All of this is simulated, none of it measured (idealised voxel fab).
Process module in this document: voxel local oxidation
Section shown: cut. Width: 165 nm. Cell size: 5 nm, square.
Reading order for cross-sections: top band down to bottom band. Underlying form: a grid of square cells. Band size: one or more rows of cells. Each band's line starts with the height of the band's top and of its bottom, in nm. Then come its materials from left to right, each with its width in nm. One material with "all across" fills the band from edge to edge. "air" is empty space. Ref level 0: as-received wafer is one material below here. Bottom band extends down with no lower bound ("0 and below"). The expression "30..40" gives the width at the extremes of the band, the first number at its top row of cells and the second at its bottom row, with the width changing by equal amounts from each row to the next in between. For the purposes of this document, the phrase "no modification" attached to a step denotes that no cell within the cross-section was modified by that step. Closed empty spaces (no open way to the top) of 8 cells or more are what "Trapped cavities" lists, each as width x height at distance from the left edge, nm for all three. Formally, on a step line, whatever follows the settings is a remark that the simulator itself makes on the step. overlay nm: mask right of planned place by this much (step with mask). Neg. = left.
[Listed below are the process steps as planned]
- 1: RECEIVE [material Si]
- 2: OXIDIZE [depth nm 5]
- 3: CONFORMAL_DEP [material SiN] [thk nm 15]
- 4: PATTERN [tone cover] [mask id ACTIVE] [material resist] [width nm 105] [thk nm 15] [overlay nm 0]
- 5: DIRECTIONAL_ETCH [etch materials SiN] [depth nm 15]
- 6: STRIP [etch materials resist]
- 7: SELECTIVE_ETCH [etch materials SiO2] [depth nm 5]
- 8: OXIDIZE [depth nm 15]
- 9: STRIP [etch materials SiN]
[The cross-section here shows the wafer as received, i.e. in its state after step 1]
- 0 and below  Si all across
- Trapped cavities: none
[The first of two wafers, cross-sectioned at the end of the module, with the run proceeding as planned]
- 0 down to -5  air=35, then SiO2=95, then air=35
- -5 down to -20  SiO2=50, then Si=65, then SiO2=50
- -20 and below  Si all across
- Trapped cavities: none
[End of module, second wafer, cross-section. Started like the first, planned like the first, run with one mistake]
- 0 down to -5  SiO2=25, then air=115, then SiO2=25
- -5 down to -20  Si=10, then SiO2=145, then Si=10
- -20 and below  Si all across
- Trapped cavities: none
Run error: the process deviated at step 4: the operation and settings actually run there were PATTERN [tone open] [mask id ACTIVE] [material resist] [width nm 105] [thk nm 15] [overlay nm 0]
Cell-count delta at end, second wafer over first, by material: Si: 27 fewer, SiO2: 18 more
